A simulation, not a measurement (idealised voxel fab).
Process module, titled voxel self aligned vias
This is section cut - it's 280 nm across, gridded in 5 nm square cells.
We lay out every cross-section as a grid of square cells and spell it out in bands from the top down, where one band means one or more rows of cells.
Top, bottom (nm), then materials left to right with widths (nm); lone material tagged "edge to edge" fills the whole band edge to edge; "empty" = empty space.
It should be noted that heights are counted from 0, beneath which the wafer as supplied is of one material throughout, and that the lowest band possesses no lower boundary but continues downward, as written in "from 0 down".
Width: "30->40" (first number = top row, second number = bottom row, same change from row to row of cells).
Step note "same as before" = no cross-section cell changed.
Entry "Voids lacking openings" = empty spaces >= 8 cells with no open way to the top; each as width x height at distance, distance from left edge, all nm.
Past the settings on a step's line: simulator remark, on that step.
"overlay nm" on a masked step: distance the mask lay right of its planned place, negative for left.

[Process steps - plan]
- 1: RECEIVE | material Si
- 2: CONFORMAL_DEP | material SiO2 | thk nm 10
- 3: CONFORMAL_DEP | material SiCN | thk nm 5
- 4: DIRECTIONAL_DEP | material SiO2 | thk nm 25
- 5: PATTERN | tone open | mask id LINES | material resist | width nm 25 | pitch nm 60 | thk nm 20 | overlay nm 0
- 6: DIRECTIONAL_ETCH | etch materials SiO2 | depth nm 25
- 7: STRIP | etch materials resist
- 8: CONFORMAL_DEP | material TiN | thk nm 5
- 9: FILL_DEP | material Ru | thk nm 10
- 10: CMP | height nm 40
- 11: SELECTIVE_ETCH | etch materials W Ru TiN | depth nm 10
- 12: FILL_DEP | material SiN | thk nm 5
- 13: CMP | height nm 40
- 14: DIRECTIONAL_DEP | material SiO2 | thk nm 20
- 15: MASKED_ETCH | tone open | mask id VIAS | width nm 25 | pitch nm 60 | etch materials SiO2 | depth nm 20 | overlay nm 0
- 16: MASKED_ETCH | tone open | mask id VIAS | width nm 35 | pitch nm 60 | etch materials SiN | depth nm 10 | overlay nm 0
- 17: CONFORMAL_DEP | material TiN | thk nm 5
- 18: FILL_DEP | material Ru | thk nm 5
- 19: CMP | height nm 60
- 20: CONFORMAL_DEP | material SiCN | thk nm 5
For this document, wafers share an identical start and vary in the step 15 width nm; the plan quotes the first wafer's value.

[First of several wafers, received after step 1, in cross-section]
> from 0 down | Si edge to edge
> Voids lacking openings: none

[Here is how to read the rows: every wafer has a row, and it shows the wafer at the end of the module, giving for each material how many cells were gained (+) or lost (-) since the wafer was received, then listing its closed voids]
width nm 25 | +42 Ru | +112 SiCN | +526 SiO2 | +48 TiN | Voids lacking openings: none
width nm 30 | +48 Ru | +112 SiCN | +518 SiO2 | +50 TiN | Voids lacking openings: none
width nm 35 | +54 Ru | +112 SiCN | +510 SiO2 | +52 TiN | Voids lacking openings: none
width nm 40 | +60 Ru | +112 SiCN | +502 SiO2 | +54 TiN | Voids lacking openings: none
width nm 45 | +66 Ru | +112 SiCN | +494 SiO2 | +56 TiN | Voids lacking openings: none
